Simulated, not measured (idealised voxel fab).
The process module presented herein is designated voxel lift off.
Cross-sectional view cut (width: 145 nm; square cell size: 5 nm).
A cross-section is written here as square cells arranged in a grid, and it is given in bands from the top down, each band taking up one or more rows of cells.
This entry defines a band. It first specifies the height of the band's top and the height of its bottom in nm, and then specifies the band's materials from left to right, stating each material with its width in nm. The word "full width" identifies a single material that fills the band from edge to edge, while the word "blank" identifies empty space.
Heights are expressed relative to 0, this being the level below which the as-received wafer comprises one material exclusively. The lowest band is unbounded in the downward direction and is denoted as in "0 and below".
Width: "30->40" (first number = top row, second number = bottom row, same change from row to row of cells).
"nothing changed" -> step changed no cross-section cell.
What "Enclosed void catalog" gives you is every empty space of 8 cells or more that is cut off from the top. Each appears as width x height at distance, with the distance taken from the left edge and width, height and distance all in nm.
Text after the settings on a step's line: the simulator's own remark on that step.
Steps that use a mask can have "overlay nm" on their line. It says how far the mask sat to the right of where it was meant to be. Negative means to the left.
**So here's the lineup of process steps we planned**
1,RECEIVE (material Si)
2,CONFORMAL_DEP (material SiO2; thk nm 15)
3,PATTERN (tone open; mask id LINES; material resist; width nm 20; pitch nm 50; thk nm 20; overlay nm 0)
4,DIRECTIONAL_DEP (material Ru; thk nm 10)
5,STRIP (etch materials resist)
6,CONFORMAL_DEP (material SiN; thk nm 10)
**Incoming wafer in cross-section (state: after step 1)**
* 0 and below | Si full width
* Enclosed void catalog: none
**The plan above was carried out on the starting structure above with one mistake, and this cross-section shows the wafer at the end of the module**
* 35 down to 25 | 25 nm blank, then 40 nm SiN, then 10 nm blank, then 40 nm SiN, then 30 nm blank
* 25 down to 15 | 35 nm SiN, then 20 nm Ru, then 30 nm SiN, then 20 nm Ru, then 40 nm SiN
* 15 down to 0 | SiN full width
* 0 and below | Si full width
* Enclosed void catalog: none
Run error: step 2 ran with different settings than intended, the actual operation and settings being CONFORMAL_DEP (material SiN; thk nm 15)
